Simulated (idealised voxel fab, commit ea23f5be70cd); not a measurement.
A process module follows: voxel transistor to metal.
The figure presents cross-section cut, which has a width of 295 nm and is divided into square cells with an edge length of 5 nm.
A cross-section in this document is a grid of square cells, and it is written down as bands, the top band listed before the ones below it; a band is made up of one or more rows of cells.
Look at the band entry: it leads with the top's height and the bottom's height in nm. Then it lists the materials left to right, with a width in nm for each. The word "everywhere" on a single material says that material fills the band edge to edge. The word "air" is empty space.
Heights from 0 (as-received wafer is one material below). Bottom band endless downward, as "from 0 down".
It should be noted that a width expressed as "30..40" varies in equal increments from row to row of cells within the band, taking the value of the first number at the top row and that of the second number at the bottom row.
Any step labelled "no change occurred" changed none of the cells in the cross-section.
This entry, "closed voids", enumerates those empty regions of no fewer than 8 cells that possess no open connection to the top. Each region is reported in the form width x height at distance, the distance being taken from the left edge, with all three quantities expressed in nm.
Where a step's line continues beyond its settings, the continuation is a remark by the simulator itself on that step.
Steps that use a mask can have "overlay nm" on their line. It says how far the mask sat to the right of where it was meant to be. Negative means to the left.
Before/after cross-section pairs, one process step each; after shown to lowest changed band; step and settings beneath. Pairs may be from different runs of this module on the same starting wafer; a pair continues from the one above only where its "Prior to processing" entry says so.
[Prior to processing]
* from 55 to 50 = TiN everywhere
* from 50 to 40 = 30 nm SiO2; 5 nm TiN; 20 nm W; 5 nm TiN; 35 nm SiO2; 5 nm TiN; 20 nm W; 5 nm TiN; 40 nm SiO2; 5 nm TiN; 20 nm W; 5 nm TiN; 35 nm SiO2; 5 nm TiN; 20 nm W; 5 nm TiN; 35 nm SiO2
* from 40 to 35 = 30 nm SiO2; 5 nm TiN; 10 nm W; 15 nm TiN; 35 nm SiO2; 15 nm TiN; 10 nm W; 5 nm TiN; 40 nm SiO2; 5 nm TiN; 10 nm W; 15 nm TiN; 35 nm SiO2; 15 nm TiN; 10 nm W; 5 nm TiN; 35 nm SiO2
* from 35 to 25 = 30 nm SiO2; 5 nm TiN; 10 nm W; 5 nm TiN; 10 nm SiN; 5 nm SiO2; 25 nm SiCN; 5 nm SiO2; 10 nm SiN; 5 nm TiN; 10 nm W; 5 nm TiN; 40 nm SiO2; 5 nm TiN; 10 nm W; 5 nm TiN; 10 nm SiN; 5 nm SiO2; 25 nm SiCN; 5 nm SiO2; 10 nm SiN; 5 nm TiN; 10 nm W; 5 nm TiN; 35 nm SiO2
* from 25 to 0 = 30 nm SiO2; 5 nm TiN; 10 nm W; 5 nm TiN; 10 nm SiN; 5 nm SiO2; 25 nm polySi; 5 nm SiO2; 10 nm SiN; 5 nm TiN; 10 nm W; 5 nm TiN; 40 nm SiO2; 5 nm TiN; 10 nm W; 5 nm TiN; 10 nm SiN; 5 nm SiO2; 25 nm polySi; 5 nm SiO2; 10 nm SiN; 5 nm TiN; 10 nm W; 5 nm TiN; 35 nm SiO2
* from 0 to -5 = 30 nm SiO2; 20 nm TiN; 55 nm SiO2; 20 nm TiN; 40 nm SiO2; 20 nm TiN; 55 nm SiO2; 20 nm TiN; 35 nm SiO2
* from -5 to -20 = 20 nm nSi; 115 nm SiO2; 20 nm nSi; 115 nm SiO2; 25 nm nSi
* from -20 to -35 = 20 nm Si; 115 nm SiO2; 20 nm Si; 115 nm SiO2; 25 nm Si
* from -35 down = Si everywhere
* closed voids: none
[Cross-Section After Step]
* from 75 to 55 = Ru everywhere
* Below 55 it's all the same as before, nothing changed down there.
* closed voids: none
Which step turns the before cross-section above into the after cross-section? DIRECTIONAL_DEP, material Ru, thk nm 20
Prior to processing: look at the pair above, its after cross-section is where this step starts.
[Cross-Section After Step]
* from 95 to 75 = 30 nm air; 20 nm resist; 55 nm air; 20 nm resist; 40 nm air; 20 nm resist; 55 nm air; 20 nm resist; 35 nm air
* Below 75 it's all the same as before, nothing changed down there.
* closed voids: none
Which step turns the before cross-section above into the after cross-section? PATTERN, tone cover, mask id METAL_1, material resist, width nm 20, thk nm 20, overlay nm 0
Prior to processing: look at the pair above, its after cross-section is where this step starts.
[Cross-Section After Step]
* from 95 to 75 = 30 nm air; 20 nm resist; 55 nm air; 20 nm resist; 40 nm air; 20 nm resist; 55 nm air; 20 nm resist; 35 nm air
* from 75 to 55 = 30 nm air; 20 nm Ru; 55 nm air; 20 nm Ru; 40 nm air; 20 nm Ru; 55 nm air; 20 nm Ru; 35 nm air
* Below 55 it's all the same as before, nothing changed down there.
* closed voids: none
Which step turns the before cross-section above into the after cross-section? DIRECTIONAL_ETCH, etch materials Ru, depth nm 20
Prior to processing: look at the pair above, its after cross-section is where this step starts.
[Cross-Section After Step]
* from 95 to 75 = 30 nm air; 20 nm resist; 55 nm air; 20 nm resist; 40 nm air; 20 nm resist; 55 nm air; 20 nm resist; 35 nm air
* from 75 to 55 = 30 nm air; 20 nm Ru; 55 nm air; 20 nm Ru; 40 nm air; 20 nm Ru; 55 nm air; 20 nm Ru; 35 nm air
* from 55 to 50 = 30 nm air; 20 nm TiN; 55 nm air; 20 nm TiN; 40 nm air; 20 nm TiN; 55 nm air; 20 nm TiN; 35 nm air
* Below 50 it's all the same as before, nothing changed down there.
* closed voids: none
Which step turns the before cross-section above into the after cross-section? DIRECTIONAL_ETCH, etch materials TiN, depth nm 5
Prior to processing: look at the pair above, its after cross-section is where this step starts.
[Cross-Section After Step]
* from 75 to 55 = 30 nm air; 20 nm Ru; 55 nm air; 20 nm Ru; 40 nm air; 20 nm Ru; 55 nm air; 20 nm Ru; 35 nm air
* Below 55 it's all the same as before, nothing changed down there.
* closed voids: none
Which step turns the before cross-section above into the after cross-section? STRIP, etch materials resist
Prior to processing: look at the pair above, its after cross-section is where this step starts.
[Cross-Section After Step]
* from 80 to 75 = 25 nm air; 30 nm SiN; 45 nm air; 30 nm SiN; 30 nm air; 30 nm SiN; 45 nm air; 30 nm SiN; 30 nm air
* from 75 to 55 = 25 nm air; 5 nm SiN; 20 nm Ru; 5 nm SiN; 45 nm air; 5 nm SiN; 20 nm Ru; 5 nm SiN; 30 nm air; 5 nm SiN; 20 nm Ru; 5 nm SiN; 45 nm air; 5 nm SiN; 20 nm Ru; 5 nm SiN; 30 nm air
* from 55 to 50 = 30 nm SiN; 20 nm TiN; 55 nm SiN; 20 nm TiN; 40 nm SiN; 20 nm TiN; 55 nm SiN; 20 nm TiN; 35 nm SiN
* Below 50 it's all the same as before, nothing changed down there.
* closed voids: none
Which step turns the before cross-section above into the after cross-section? CONFORMAL_DEP, material SiN, thk nm 5
Prior to processing: look at the pair above, its after cross-section is where this step starts.
[Cross-Section After Step]
* from 85 to 80 = lowk everywhere
* from 80 to 75 = 25 nm lowk; 30 nm SiN; 45 nm lowk; 30 nm SiN; 30 nm lowk; 30 nm SiN; 45 nm lowk; 30 nm SiN; 30 nm lowk
* from 75 to 55 = 25 nm lowk; 5 nm SiN; 20 nm Ru; 5 nm SiN; 45 nm lowk; 5 nm SiN; 20 nm Ru; 5 nm SiN; 30 nm lowk; 5 nm SiN; 20 nm Ru; 5 nm SiN; 45 nm lowk; 5 nm SiN; 20 nm Ru; 5 nm SiN; 30 nm lowk
* Below 55 it's all the same as before, nothing changed down there.
* closed voids: none
Which step turns the before cross-section above into the after cross-section? FILL_DEP, material lowk, thk nm 5
Prior to processing: look at the pair above, its after cross-section is where this step starts.
[Cross-Section After Step]
* from 75 to 55 = 25 nm lowk; 5 nm SiN; 20 nm Ru; 5 nm SiN; 45 nm lowk; 5 nm SiN; 20 nm Ru; 5 nm SiN; 30 nm lowk; 5 nm SiN; 20 nm Ru; 5 nm SiN; 45 nm lowk; 5 nm SiN; 20 nm Ru; 5 nm SiN; 30 nm lowk
* Below 55 it's all the same as before, nothing changed down there.
* closed voids: none
Which step turns the before cross-section above into the after cross-section? CMP, height nm 75
Prior to processing: look at the pair above, its after cross-section is where this step starts.
[Cross-Section After Step]
* from 80 to 75 = SiCN everywhere
* Below 75 it's all the same as before, nothing changed down there.
* closed voids: none
Which step turns the before cross-section above into the after cross-section? CONFORMAL_DEP, material SiCN, thk nm 5
Prior to processing: look at the pair above, its after cross-section is where this step starts.
[Cross-Section After Step]
* from 105 to 80 = lowk everywhere
* Below 80 it's all the same as before, nothing changed down there.
* closed voids: none
Which step turns the before cross-section above into the after cross-section? DIRECTIONAL_DEP, material lowk, thk nm 25
Prior to processing: look at the pair above, its after cross-section is where this step starts.
[Cross-Section After Step]
* from 120 to 105 = aC everywhere
* Below 105 it's all the same as before, nothing changed down there.
* closed voids: none
Which step turns the before cross-section above into the after cross-section? DIRECTIONAL_DEP, material aC, thk nm 15
Prior to processing: look at the pair above, its after cross-section is where this step starts.
[Cross-Section After Step]
* from 155 to 120 = 30 nm resist; 20 nm air; 115 nm resist; 20 nm air; 110 nm resist
* Below 120 it's all the same as before, nothing changed down there.
* closed voids: none
Which step turns the before cross-section above into the after cross-section? PATTERN, tone open, mask id METAL_2, material resist, width nm 20, pitch nm 135, thk nm 35, overlay nm 0
Prior to processing: look at the pair above, its after cross-section is where this step starts.
[Cross-Section After Step]
* from 140 to 120 = 30 nm resist; 20 nm air; 115 nm resist; 20 nm air; 110 nm resist
* from 120 to 105 = 30 nm aC; 20 nm air; 115 nm aC; 20 nm air; 110 nm aC
* Below 105 it's all the same as before, nothing changed down there.
* closed voids: none
Which step turns the before cross-section above into the after cross-section? DIRECTIONAL_ETCH, etch materials aC, depth nm 15
Prior to processing: look at the pair above, its after cross-section is where this step starts.
[Cross-Section After Step]
* from 120 to 105 = 30 nm aC; 20 nm air; 115 nm aC; 20 nm air; 110 nm aC
* Below 105 it's all the same as before, nothing changed down there.
* closed voids: none
Which step turns the before cross-section above into the after cross-section? STRIP, etch materials resist
Prior to processing: look at the pair above, its after cross-section is where this step starts.
[Cross-Section After Step]
* from 120 to 105 = 30 nm aC; 20 nm air; 115 nm aC; 20 nm air; 110 nm aC
* from 105 to 90 = 30 nm lowk; 20 nm air; 115 nm lowk; 20 nm air; 110 nm lowk
* Below 90 it's all the same as before, nothing changed down there.
* closed voids: none
Which step turns the before cross-section above into the after cross-section? DIRECTIONAL_ETCH, etch materials lowk, depth nm 15
Prior to processing: look at the pair above, its after cross-section is where this step starts.
[Cross-Section After Step]
* from 105 to 90 = 30 nm lowk; 20 nm air; 115 nm lowk; 20 nm air; 110 nm lowk
* Below 90 it's all the same as before, nothing changed down there.
* closed voids: none
Which step turns the before cross-section above into the after cross-section? STRIP, etch materials aC
Prior to processing: look at the pair above, its after cross-section is where this step starts.
[Cross-Section After Step]
* from 115 to 105 = 30 nm aC; 20 nm air; 115 nm aC; 20 nm air; 110 nm aC
* from 105 to 100 = 30 nm lowk; 20 nm air; 115 nm lowk; 20 nm air; 110 nm lowk
* from 100 to 90 = 30 nm lowk; 20 nm aC; 115 nm lowk; 20 nm aC; 110 nm lowk
* Below 90 it's all the same as before, nothing changed down there.
* closed voids: none
Which step turns the before cross-section above into the after cross-section? DIRECTIONAL_DEP, material aC, thk nm 10
Prior to processing: look at the pair above, its after cross-section is where this step starts.
[Cross-Section After Step]
* from 140 to 115 = 30 nm resist; 15 nm air; 120 nm resist; 15 nm air; 115 nm resist
* from 115 to 105 = 30 nm aC; 15 nm air; 5 nm resist; 115 nm aC; 15 nm air; 5 nm resist; 110 nm aC
* from 105 to 100 = 30 nm lowk; 15 nm air; 5 nm resist; 115 nm lowk; 15 nm air; 5 nm resist; 110 nm lowk
* Below 100 it's all the same as before, nothing changed down there.
* closed voids: none
Which step turns the before cross-section above into the after cross-section? PATTERN, tone open, mask id METAL_2_HOLES, material resist, width nm 15, pitch nm 135, thk nm 25, overlay nm 0
Prior to processing: look at the pair above, its after cross-section is where this step starts.
[Cross-Section After Step]
* from 130 to 115 = 30 nm resist; 15 nm air; 120 nm resist; 15 nm air; 115 nm resist
* from 115 to 105 = 30 nm aC; 15 nm air; 5 nm resist; 115 nm aC; 15 nm air; 5 nm resist; 110 nm aC
* from 105 to 100 = 30 nm lowk; 15 nm air; 5 nm resist; 115 nm lowk; 15 nm air; 5 nm resist; 110 nm lowk
* from 100 to 90 = 30 nm lowk; 15 nm air; 5 nm aC; 115 nm lowk; 15 nm air; 5 nm aC; 110 nm lowk
* Below 90 it's all the same as before, nothing changed down there.
* closed voids: none
Which step turns the before cross-section above into the after cross-section? DIRECTIONAL_ETCH, etch materials aC, depth nm 10
Prior to processing: look at the pair above, its after cross-section is where this step starts.
[Cross-Section After Step]
* from 115 to 105 = 30 nm aC; 20 nm air; 115 nm aC; 20 nm air; 110 nm aC
* from 105 to 100 = 30 nm lowk; 20 nm air; 115 nm lowk; 20 nm air; 110 nm lowk
* Below 100 it's all the same as before, nothing changed down there.
* closed voids: none
Which step turns the before cross-section above into the after cross-section? STRIP, etch materials resist
Prior to processing: look at the pair above, its after cross-section is where this step starts.
[Cross-Section After Step]
* from 115 to 105 = 30 nm aC; 20 nm air; 115 nm aC; 20 nm air; 110 nm aC
* from 105 to 100 = 30 nm lowk; 20 nm air; 115 nm lowk; 20 nm air; 110 nm lowk
* from 100 to 90 = 30 nm lowk; 15 nm air; 5 nm aC; 115 nm lowk; 15 nm air; 5 nm aC; 110 nm lowk
* from 90 to 80 = 30 nm lowk; 15 nm air; 120 nm lowk; 15 nm air; 115 nm lowk
* Below 80 it's all the same as before, nothing changed down there.
* closed voids: none
Which step turns the before cross-section above into the after cross-section? DIRECTIONAL_ETCH, etch materials lowk, depth nm 10
Prior to processing: look at the pair above, its after cross-section is where this step starts.
[Cross-Section After Step]
* from 115 to 105 = 30 nm aC; 20 nm air; 115 nm aC; 20 nm air; 110 nm aC
* from 105 to 100 = 30 nm lowk; 20 nm air; 115 nm lowk; 20 nm air; 110 nm lowk
* from 100 to 90 = 30 nm lowk; 15 nm air; 5 nm aC; 115 nm lowk; 15 nm air; 5 nm aC; 110 nm lowk
* from 90 to 80 = 30 nm lowk; 15 nm air; 120 nm lowk; 15 nm air; 115 nm lowk
* from 80 to 75 = 30 nm SiCN; 15 nm air; 120 nm SiCN; 15 nm air; 115 nm SiCN
* Below 75 it's all the same as before, nothing changed down there.
* closed voids: none
Which step turns the before cross-section above into the after cross-section? DIRECTIONAL_ETCH, etch materials SiCN, depth nm 5
Prior to processing: look at the pair above, its after cross-section is where this step starts.
[Cross-Section After Step]
* from 105 to 90 = 30 nm lowk; 20 nm air; 115 nm lowk; 20 nm air; 110 nm lowk
* Below 90 it's all the same as before, nothing changed down there.
* closed voids: none
Which step turns the before cross-section above into the after cross-section? STRIP, etch materials aC
Prior to processing: look at the pair above, its after cross-section is where this step starts.
[Cross-Section After Step]
* from 110 to 105 = 35 nm TiN; 10 nm air; 125 nm TiN; 10 nm air; 115 nm TiN
* from 105 to 95 = 30 nm lowk; 5 nm TiN; 10 nm air; 5 nm TiN; 115 nm lowk; 5 nm TiN; 10 nm air; 5 nm TiN; 110 nm lowk
* from 95 to 90 = 30 nm lowk; 5 nm TiN; 5 nm air; 10 nm TiN; 115 nm lowk; 5 nm TiN; 5 nm air; 10 nm TiN; 110 nm lowk
* from 90 to 80 = 30 nm lowk; 5 nm TiN; 5 nm air; 5 nm TiN; 120 nm lowk; 5 nm TiN; 5 nm air; 5 nm TiN; 115 nm lowk
* from 80 to 75 = 30 nm SiCN; 15 nm TiN; 120 nm SiCN; 15 nm TiN; 115 nm SiCN
* Below 75 it's all the same as before, nothing changed down there.
* closed voids: none
Which step turns the before cross-section above into the after cross-section? CONFORMAL_DEP, material TiN, thk nm 5
Prior to processing: look at the pair above, its after cross-section is where this step starts.
[Cross-Section After Step]
* from 115 to 110 = Cu everywhere
* from 110 to 105 = 35 nm TiN; 10 nm Cu; 125 nm TiN; 10 nm Cu; 115 nm TiN
* from 105 to 95 = 30 nm lowk; 5 nm TiN; 10 nm Cu; 5 nm TiN; 115 nm lowk; 5 nm TiN; 10 nm Cu; 5 nm TiN; 110 nm lowk
* from 95 to 90 = 30 nm lowk; 5 nm TiN; 5 nm Cu; 10 nm TiN; 115 nm lowk; 5 nm TiN; 5 nm Cu; 10 nm TiN; 110 nm lowk
* from 90 to 80 = 30 nm lowk; 5 nm TiN; 5 nm Cu; 5 nm TiN; 120 nm lowk; 5 nm TiN; 5 nm Cu; 5 nm TiN; 115 nm lowk
* Below 80 it's all the same as before, nothing changed down there.
* closed voids: none
Which step turns the before cross-section above into the after cross-section? FILL_DEP, material Cu, thk nm 5
Prior to processing: look at the pair above, its after cross-section is where this step starts.
[Cross-Section After Step]
* from 105 to 95 = 30 nm lowk; 5 nm TiN; 10 nm Cu; 5 nm TiN; 115 nm lowk; 5 nm TiN; 10 nm Cu; 5 nm TiN; 110 nm lowk
* Below 95 it's all the same as before, nothing changed down there.
* closed voids: none
Which step turns the before cross-section above into the after cross-section? CMP, height nm 105
Prior to processing: look at the pair above, its after cross-section is where this step starts.
[Cross-Section After Step]
* from 110 to 105 = SiCN everywhere
* Below 105 it's all the same as before, nothing changed down there.
* closed voids: none
Which step turns the before cross-section above into the after cross-section? CONFORMAL_DEP, material SiCN, thk nm 5
